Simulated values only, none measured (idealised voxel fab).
Herein follows the process module entitled voxel quadruple lines.
This is section cut - it's 225 nm across, gridded in 5 nm square cells.
Cross-section format: a grid of square cells, given as bands from top to bottom; each band is one or more rows of cells.
Read a band's entry like this: the first values are the height of its top and the height of its bottom in nm, and what follows is the sequence of materials from left to right, each with its width in nm. Note that "blank" is empty space, and that a single material marked "edge to edge" reaches across the band from edge to edge.
Counting heights begins at 0, where everything beneath is, in the wafer as received, one material. The lowest band has no bottom; it goes on downwards, as "0 -> down" shows.
The width entry "30 to 40" should be interpreted row by row: the top row of cells in the band takes the first number, the bottom row takes the second number, and the change between adjacent rows is uniform throughout.
No cell of the cross-section changed in a step that is given as "remained unchanged".
For the entry "Sealed internal voids", the listed items are empty spaces with no open way to the top whose size is 8 cells or more; each item follows the pattern width x height at distance, where distance is from the left edge and all three are in nm.
Step line, after settings: the simulator's comment on this step.
"overlay nm" on a masked step: distance the mask lay right of its planned place, negative for left.
# Planned step list for the process
1) op RECEIVE | material Si
2) op CONFORMAL_DEP | material Al2O3 | thk nm 5
3) op DIRECTIONAL_DEP | material TiN | thk nm 15
4) op DIRECTIONAL_DEP | material polySi | thk nm 20
5) op DIRECTIONAL_DEP | material aC | thk nm 25
6) op PATTERN | tone cover | mask id MANDREL | material resist | width nm 25 | pitch nm 80 | thk nm 35 | overlay nm -15
7) op DIRECTIONAL_ETCH | etch materials aC | depth nm 25
8) op STRIP | etch materials resist
9) op CONFORMAL_DEP | material SiO2 | thk nm 15
10) op DIRECTIONAL_ETCH | etch materials SiO2 | depth nm 15
11) op STRIP | etch materials aC
12) op DIRECTIONAL_ETCH | etch materials polySi | depth nm 20
13) op STRIP | etch materials SiO2
14) op CONFORMAL_DEP | material SiCN | thk nm 5
15) op DIRECTIONAL_ETCH | etch materials SiCN | depth nm 5
16) op STRIP | etch materials polySi
17) op DIRECTIONAL_ETCH | etch materials TiN | depth nm 15
18) op STRIP | etch materials SiCN
19) op FILL_DEP | material SiO2 | thk nm 10
20) op CMP | height nm 20
What sets these wafers apart? The overlay nm at step 6. They all start alike, and the plan carries the first wafer's value.
# Here's the first of the wafers in cross-section, just as we got it, i.e. after step 1
> 0 -> down: Si edge to edge
> Sealed internal voids: none
# At the end of the module, after its last step, step 20, the first of several wafers appears in cross-section as follows
> 20 -> 5: SiO2: 25; TiN: 5; SiO2: 15; TiN: 5; SiO2: 15; TiN: 5; SiO2: 15; TiN: 5; SiO2: 15; TiN: 5; SiO2: 15; TiN: 5; SiO2: 15; TiN: 5; SiO2: 15; TiN: 5; SiO2: 55
> 5 -> 0: Al2O3 edge to edge
> 0 -> down: Si edge to edge
> Sealed internal voids: none
# Cross-sectional depiction of the last of several wafers upon completion of the module
> 20 -> 5: SiO2: 55; TiN: 5; SiO2: 15; TiN: 5; SiO2: 15; TiN: 5; SiO2: 15; TiN: 5; SiO2: 15; TiN: 5; SiO2: 15; TiN: 5; SiO2: 15; TiN: 5; SiO2: 15; TiN: 5; SiO2: 25
> 5 -> 0: Al2O3 edge to edge
> 0 -> down: Si edge to edge
> Sealed internal voids: none
# Per wafer, end of module: cells gained (+) or lost (-) per material since receipt, then closed voids
overlay nm -15 | +45 Al2O3 | +111 SiO2 | +24 TiN | Sealed internal voids: none
overlay nm -10 | +45 Al2O3 | +111 SiO2 | +24 TiN | Sealed internal voids: none
overlay nm -5 | +45 Al2O3 | +111 SiO2 | +24 TiN | Sealed internal voids: none
overlay nm 0 | +45 Al2O3 | +111 SiO2 | +24 TiN | Sealed internal voids: none
overlay nm 5 | +45 Al2O3 | +111 SiO2 | +24 TiN | Sealed internal voids: none
overlay nm 10 | +45 Al2O3 | +111 SiO2 | +24 TiN | Sealed internal voids: none
overlay nm 15 | +45 Al2O3 | +111 SiO2 | +24 TiN | Sealed internal voids: none
